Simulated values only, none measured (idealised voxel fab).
Process module under the name voxel self aligned contacts
Pictured: cross-section cut, 290 nm wide, on a grid of 5 nm square cells.
Each cross-section below is a grid of square cells, stated as bands in top-down order, with one or more rows of cells making up each band.
Look at the band entry: it leads with the top's height and the bottom's height in nm. Then it lists the materials left to right, with a width in nm for each. The word "edge to edge" on a single material says that material fills the band edge to edge. The word "air" is empty space.
Ref level 0: as-received wafer is one material below here. Bottom band extends down with no lower bound ("0 and below").
A two-number width, for instance "30->40", indicates that the width is equal to the first number in the top row of the band and to the second number in the bottom row, and that it changes by a constant amount per row of cells.
Step note "left unchanged" = no cross-section cell changed.
So "Closed void register" is basically the list of trapped voids: any empty space of 8 cells or more that can't reach the top through an opening. They're written width x height at distance, the distance being from the left edge, and it's all nm.
Text after the settings on a step's line: the simulator's own remark on that step.
The "overlay nm" setting may appear on a step's line; for a step that uses a mask, it gives how far to the right of its planned position the mask lay, and a negative value indicates the left.
Planned step list for the process:
1. RECEIVE: material Si
2. CONFORMAL_DEP: material SiO2, thk nm 5
3. DIRECTIONAL_DEP: material polySi, thk nm 25
4. DIRECTIONAL_DEP: material SiN, thk nm 20
5. DIRECTIONAL_DEP: material aC, thk nm 10
6. PATTERN: tone cover, mask id GATE, material resist, width nm 35, pitch nm 80, thk nm 25, overlay nm 0
7. DIRECTIONAL_ETCH: etch materials aC, depth nm 10
8. STRIP: etch materials resist
9. DIRECTIONAL_ETCH: etch materials SiN, depth nm 20
10. DIRECTIONAL_ETCH: etch materials polySi, depth nm 25
11. STRIP: etch materials aC
12. CONFORMAL_DEP: material SiN, thk nm 10
13. DIRECTIONAL_ETCH: etch materials SiN, depth nm 10
14. FILL_DEP: material SiO2, thk nm 15
15. CMP: height nm 55
16. MASKED_ETCH: tone open, mask id CONTACT, width nm 65, pitch nm 80, etch materials SiO2, depth nm 55, overlay nm 0
17. CONFORMAL_DEP: material TiN, thk nm 5
18. FILL_DEP: material W, thk nm 5
19. CMP: height nm 55
20. CONFORMAL_DEP: material SiN, thk nm 5
Cross-section of the wafer as it came to us, i.e., already through step 1:
* 0 and below: Si edge to edge
* Closed void register: none
End-of-module XS, first of two wafers, run as planned:
* 60 down to 55: SiN edge to edge
* 55 down to 50: 70 nm SiO2 / 25 nm TiN / 15 nm W / 25 nm TiN / 15 nm SiO2 / 25 nm TiN / 15 nm W / 25 nm TiN / 75 nm SiO2
* 50 down to 30: 35 nm SiO2 / 55 nm SiN / 5 nm TiN / 15 nm W / 5 nm TiN / 55 nm SiN / 5 nm TiN / 15 nm W / 5 nm TiN / 55 nm SiN / 40 nm SiO2
* 30 down to 5: 35 nm SiO2 / 10 nm SiN / 35 nm polySi / 10 nm SiN / 5 nm TiN / 15 nm W / 5 nm TiN / 10 nm SiN / 35 nm polySi / 10 nm SiN / 5 nm TiN / 15 nm W / 5 nm TiN / 10 nm SiN / 35 nm polySi / 10 nm SiN / 40 nm SiO2
* 5 down to 0: 90 nm SiO2 / 25 nm TiN / 55 nm SiO2 / 25 nm TiN / 95 nm SiO2
* 0 and below: Si edge to edge
* Closed void register: none
So this is wafer number two of the two, cut at the end of the module - it started where the first did and had the same plan, we just got one thing wrong running it:
* 60 down to 55: SiN edge to edge
* 55 down to 50: 70 nm SiO2 / 25 nm TiN / 15 nm W / 25 nm TiN / 15 nm SiO2 / 25 nm TiN / 15 nm W / 25 nm TiN / 75 nm SiO2
* 50 down to 30: 35 nm SiO2 / 10 nm SiN / 35 nm polySi / 10 nm SiN / 5 nm TiN / 15 nm W / 5 nm TiN / 10 nm SiN / 35 nm polySi / 10 nm SiN / 5 nm TiN / 15 nm W / 5 nm TiN / 10 nm SiN / 35 nm polySi / 10 nm SiN / 40 nm SiO2
* 30 down to 25: 35 nm SiO2 / 10 nm SiN / 35 nm polySi / 10 nm SiN / 25 nm TiN / 10 nm SiN / 35 nm polySi / 10 nm SiN / 25 nm TiN / 10 nm SiN / 35 nm polySi / 10 nm SiN / 40 nm SiO2
* 25 down to 5: SiN edge to edge
* 5 down to 0: SiO2 edge to edge
* 0 and below: Si edge to edge
* Closed void register: none
The plan and the run diverged here: sequence error: steps 3 and 4 interchanged
End check, counted in cells, second wafer has more or fewer of these materials than the first: +100 SiN, -50 SiO2, -20 TiN, -30 W
